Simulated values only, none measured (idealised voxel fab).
The process module that follows is named voxel self aligned contacts.
Pictured: cross-section cut, 250 nm wide, on a grid of 5 nm square cells.
In what follows, cross-sections appear as grids of square cells, described through bands that run from the top down, where every band is one or more rows of cells.
For a band, the entry starts with two heights in nm, that of the top and then that of the bottom, and carries on with the band's materials in order from left to right, each alongside its width in nm; the word "edge to edge" beside a single material means it fills the band edge to edge, and "empty" means empty space.
Height is counted from the level 0, under which the received wafer is composed throughout of one material. The lowest of the bands is not closed at the bottom but continues downward, in the notation "from 0 down".
Width spec "30..40" -> top row of cells at first value, bottom row at second value, equal per-row change in between.
You'll sometimes find "remained the same" written for a step, and that's the way of saying that nowhere in the cross-section did a cell change during that step.
"Sealed void inventory" enumerates empty spaces isolated from the top, with no open way to it, that contain at least 8 cells, giving each as width x height at distance from the left edge, all three in nm.
Anything after a step's settings on that line? It's the simulator's own note about the step.
For masked steps, "overlay nm" on the step line gives how far right of plan the mask actually lay; a minus sign means it lay to the left.
# Planned process steps
- 1: RECEIVE: material Si
- 2: OXIDIZE: depth nm 5
- 3: DIRECTIONAL_DEP: material polySi, thk nm 25
- 4: DIRECTIONAL_DEP: material SiN, thk nm 20
- 5: MASKED_ETCH: tone cover, mask id GATE, width nm 25, pitch nm 70, etch materials SiN, depth nm 20, overlay nm 0
- 6: MASKED_ETCH: tone cover, mask id GATE, width nm 25, pitch nm 70, etch materials polySi, depth nm 25, overlay nm 0
- 7: CONFORMAL_DEP: material SiN, thk nm 10
- 8: DIRECTIONAL_ETCH: etch materials SiN, depth nm 10
- 9: FILL_DEP: material SiO2, thk nm 15
- 10: CMP: height nm 50
- 11: PATTERN: tone open, mask id CONTACT, material resist, width nm 55, thk nm 20, overlay nm 0
- 12: DIRECTIONAL_ETCH: etch materials SiO2, depth nm 55
- 13: STRIP: etch materials resist
- 14: CONFORMAL_DEP: material TiN, thk nm 5
- 15: FILL_DEP: material Ru, thk nm 10
- 16: CMP: height nm 50
- 17: CONFORMAL_DEP: material SiN, thk nm 5
# First of two wafers, with the run carried out as planned
# Wafer at receipt (post step 1), cross-section
* from 0 down  Si edge to edge
* Sealed void inventory: none
# After step 2: wafer cross-section
* from 0 to -5  SiO2 edge to edge
* Whatever lies below -5 is exactly as it was before.
# After step 3: wafer cross-section
* from 25 to 0  polySi edge to edge
* Whatever lies below 0 is exactly as it was before.
# After step 4: wafer cross-section
* from 45 to 25  SiN edge to edge
* Whatever lies below 25 is exactly as it was before.
# After step 5: wafer cross-section
* from 45 to 25  empty=75 / SiN=25 / empty=45 / SiN=25 / empty=80
* Whatever lies below 25 is exactly as it was before.
# After step 6: wafer cross-section
* from 45 to 25  empty=75 / SiN=25 / empty=45 / SiN=25 / empty=80
* from 25 to 0  empty=75 / polySi=25 / empty=45 / polySi=25 / empty=80
* Whatever lies below 0 is exactly as it was before.
# After step 7: wafer cross-section
* from 55 to 25  empty=65 / SiN=45 / empty=25 / SiN=45 / empty=70
* from 25 to 10  empty=65 / SiN=10 / polySi=25 / SiN=10 / empty=25 / SiN=10 / polySi=25 / SiN=10 / empty=70
* from 10 to 0  SiN=75 / polySi=25 / SiN=45 / polySi=25 / SiN=80
* Whatever lies below 0 is exactly as it was before.
# After step 8: wafer cross-section
* from 45 to 25  empty=65 / SiN=45 / empty=25 / SiN=45 / empty=70
* from 25 to 0  empty=65 / SiN=10 / polySi=25 / SiN=10 / empty=25 / SiN=10 / polySi=25 / SiN=10 / empty=70
* Whatever lies below 0 is exactly as it was before.
# After step 9: wafer cross-section
* from 60 to 45  SiO2 edge to edge
* from 45 to 25  SiO2=65 / SiN=45 / SiO2=25 / SiN=45 / SiO2=70
* from 25 to 0  SiO2=65 / SiN=10 / polySi=25 / SiN=10 / SiO2=25 / SiN=10 / polySi=25 / SiN=10 / SiO2=70
* Whatever lies below 0 is exactly as it was before.
# After step 10: wafer cross-section
* from 50 to 45  SiO2 edge to edge
* Whatever lies below 45 is exactly as it was before.
# After step 11: wafer cross-section
* from 70 to 50  resist=95 / empty=55 / resist=100
* Whatever lies below 50 is exactly as it was before.
# After step 12: wafer cross-section
* from 70 to 50  resist=95 / empty=55 / resist=100
* from 50 to 45  SiO2=95 / empty=55 / SiO2=100
* from 45 to 25  SiO2=65 / SiN=45 / empty=25 / SiN=45 / SiO2=70
* from 25 to 0  SiO2=65 / SiN=10 / polySi=25 / SiN=10 / empty=25 / SiN=10 / polySi=25 / SiN=10 / SiO2=70
* from 0 to -5  SiO2=110 / empty=25 / SiO2=115
* Whatever lies below -5 is exactly as it was before.
# After step 13: wafer cross-section
* from 50 to 45  SiO2=95 / empty=55 / SiO2=100
* Whatever lies below 45 is exactly as it was before.
# After step 14: wafer cross-section
* from 55 to 50  TiN=100 / empty=45 / TiN=105
* from 50 to 45  SiO2=95 / TiN=20 / empty=15 / TiN=20 / SiO2=100
* from 45 to 25  SiO2=65 / SiN=45 / TiN=5 / empty=15 / TiN=5 / SiN=45 / SiO2=70
* from 25 to 0  SiO2=65 / SiN=10 / polySi=25 / SiN=10 / TiN=5 / empty=15 / TiN=5 / SiN=10 / polySi=25 / SiN=10 / SiO2=70
* from 0 to -5  SiO2=110 / TiN=25 / SiO2=115
* Whatever lies below -5 is exactly as it was before.
# After step 15: wafer cross-section
* from 65 to 55  Ru edge to edge
* from 55 to 50  TiN=100 / Ru=45 / TiN=105
* from 50 to 45  SiO2=95 / TiN=20 / Ru=15 / TiN=20 / SiO2=100
* from 45 to 25  SiO2=65 / SiN=45 / TiN=5 / Ru=15 / TiN=5 / SiN=45 / SiO2=70
* from 25 to 0  SiO2=65 / SiN=10 / polySi=25 / SiN=10 / TiN=5 / Ru=15 / TiN=5 / SiN=10 / polySi=25 / SiN=10 / SiO2=70
* Whatever lies below 0 is exactly as it was before.
# After step 16: wafer cross-section
* from 50 to 45  SiO2=95 / TiN=20 / Ru=15 / TiN=20 / SiO2=100
* Whatever lies below 45 is exactly as it was before.
# After step 17: wafer cross-section
* from 55 to 50  SiN edge to edge
* Whatever lies below 50 is exactly as it was before.
# The second wafer was prepared from the same starting point and under the same plan as the first; its processing contained one mistake, and it remains indistinguishable from the first wafer up to and including step 10
# Cross-sectional view of the second wafer at the intended end time of process step 11
* from 70 to 50  resist=100 / empty=45 / resist=105
* Whatever lies below 50 is exactly as it was before.
# Cross-sectional view of the second wafer at the intended end time of process step 12
* from 70 to 50  resist=100 / empty=45 / resist=105
* from 50 to 45  SiO2=100 / empty=45 / SiO2=105
* from 45 to 25  SiO2=65 / SiN=45 / empty=25 / SiN=45 / SiO2=70
* from 25 to 0  SiO2=65 / SiN=10 / polySi=25 / SiN=10 / empty=25 / SiN=10 / polySi=25 / SiN=10 / SiO2=70
* from 0 to -5  SiO2=110 / empty=25 / SiO2=115
* Whatever lies below -5 is exactly as it was before.
# Cross-sectional view of the second wafer at the intended end time of process step 13
* from 50 to 45  SiO2=100 / empty=45 / SiO2=105
* Whatever lies below 45 is exactly as it was before.
# Cross-sectional view of the second wafer at the intended end time of process step 14
* from 55 to 50  TiN=105 / empty=35 / TiN=110
* from 50 to 45  SiO2=100 / TiN=15 / empty=15 / TiN=15 / SiO2=105
* from 45 to 25  SiO2=65 / SiN=45 / TiN=5 / empty=15 / TiN=5 / SiN=45 / SiO2=70
* from 25 to 0  SiO2=65 / SiN=10 / polySi=25 / SiN=10 / TiN=5 / empty=15 / TiN=5 / SiN=10 / polySi=25 / SiN=10 / SiO2=70
* from 0 to -5  SiO2=110 / TiN=25 / SiO2=115
* Whatever lies below -5 is exactly as it was before.
# Cross-sectional view of the second wafer at the intended end time of process step 15
* from 65 to 55  Ru edge to edge
* from 55 to 50  TiN=105 / Ru=35 / TiN=110
* from 50 to 45  SiO2=100 / TiN=15 / Ru=15 / TiN=15 / SiO2=105
* from 45 to 25  SiO2=65 / SiN=45 / TiN=5 / Ru=15 / TiN=5 / SiN=45 / SiO2=70
* from 25 to 0  SiO2=65 / SiN=10 / polySi=25 / SiN=10 / TiN=5 / Ru=15 / TiN=5 / SiN=10 / polySi=25 / SiN=10 / SiO2=70
* Whatever lies below 0 is exactly as it was before.
# Cross-sectional view of the second wafer at the intended end time of process step 16
* from 50 to 45  SiO2=100 / TiN=15 / Ru=15 / TiN=15 / SiO2=105
* Whatever lies below 45 is exactly as it was before.
# Cross-sectional view of the second wafer at the intended end time of process step 17
* from 55 to 50  SiN edge to edge
* Whatever lies below 50 is exactly as it was before.
What was the processing mistake? in deviation from the planned setting, step 11 was conducted as PATTERN: tone open, mask id CONTACT, material resist, width nm 45, thk nm 20, overlay nm 0
at the end the second wafer has, in cells: 2 more of SiO2; 2 fewer of TiN
